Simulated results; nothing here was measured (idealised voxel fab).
This is a process module. Its name is voxel self aligned vias.
Pictured: cross-section cut, 260 nm wide, on a grid of 5 nm square cells.
This document writes a cross-section as a grid whose cells are square, and gives it as bands, listed from the top down; one or more rows of cells form a band. Top, bottom (nm), then materials left to right with widths (nm); lone material tagged "all across" fills the whole band edge to edge; "empty" = empty space. Ref level 0: as-received wafer is one material below here. Bottom band extends down with no lower bound ("from 0 down"). So if you see something like "30->40" for the width, read it as the top row of the band sitting at the first number and the bottom row at the second, with every row in between moving by the same amount as the last. "no modification" -> step changed no cross-section cell. Reported under the label "Closed void list" are the empty spaces having no open way to the top and comprising 8 cells or more; the notation for each is width x height at distance, in which the distance is measured from the left edge and all three values are in nm. Whatever follows a step's settings on its line is a remark the simulator itself makes about that step. When a step includes a mask, the "overlay nm" setting on its line states how far to the right of its planned place that mask lay, and negative values state how far to the left.
The planned process steps are enumerated hereunder:
- 1: RECEIVE with material Si
- 2: CONFORMAL_DEP with material SiO2, thk nm 10
- 3: CONFORMAL_DEP with material SiCN, thk nm 5
- 4: DIRECTIONAL_DEP with material lowk, thk nm 20
- 5: DIRECTIONAL_DEP with material aC, thk nm 15
- 6: PATTERN with tone open, mask id LINES, material resist, width nm 25, pitch nm 75, thk nm 35, overlay nm 0
- 7: DIRECTIONAL_ETCH with etch materials aC, depth nm 15
- 8: STRIP with etch materials resist
- 9: DIRECTIONAL_ETCH with etch materials lowk, depth nm 20
- 10: STRIP with etch materials aC
- 11: CONFORMAL_DEP with material TiN, thk nm 5
- 12: FILL_DEP with material W, thk nm 10
- 13: CMP with height nm 35
- 14: SELECTIVE_ETCH with etch materials W Ru TiN, depth nm 5
- 15: FILL_DEP with material SiN, thk nm 10
- 16: CMP with height nm 35
- 17: DIRECTIONAL_DEP with material lowk, thk nm 15
- 18: MASKED_ETCH with tone open, mask id VIAS, width nm 45, etch materials lowk, depth nm 15, overlay nm 0
- 19: MASKED_ETCH with tone open, mask id VIAS, width nm 45, etch materials SiN, depth nm 5, overlay nm 0
- 20: CONFORMAL_DEP with material TiN, thk nm 5
- 21: FILL_DEP with material Cu, thk nm 5
- 22: CMP with height nm 50
- 23: CONFORMAL_DEP with material SiN, thk nm 5
As-received wafer cross-section (after step 1):
> from 0 down  Si all across
> Closed void list: none
Figure: cross-sectional view of the wafer upon completion of the module, processed from the initial state and according to the plan depicted above, with one error introduced during execution:
> from 55 to 50  SiN all across
> from 50 to 40  lowk 70, then TiN 5, then Cu 35, then TiN 5, then lowk 145
> from 40 to 35  lowk 70, then TiN 15, then Cu 15, then TiN 15, then lowk 145
> from 35 to 30  lowk 80, then TiN 25, then lowk 50, then SiN 25, then lowk 80
> from 30 to 20  lowk 80, then TiN 5, then W 15, then TiN 5, then lowk 50, then TiN 5, then W 15, then TiN 5, then lowk 80
> from 20 to 15  lowk 80, then TiN 25, then lowk 50, then TiN 25, then lowk 80
> from 15 to 5  SiO2 all across
> from 5 to 0  SiCN all across
> from 0 down  Si all across
> Closed void list: none
Finding, execution versus plan: plan vs actual: 2 and 3 interchanged
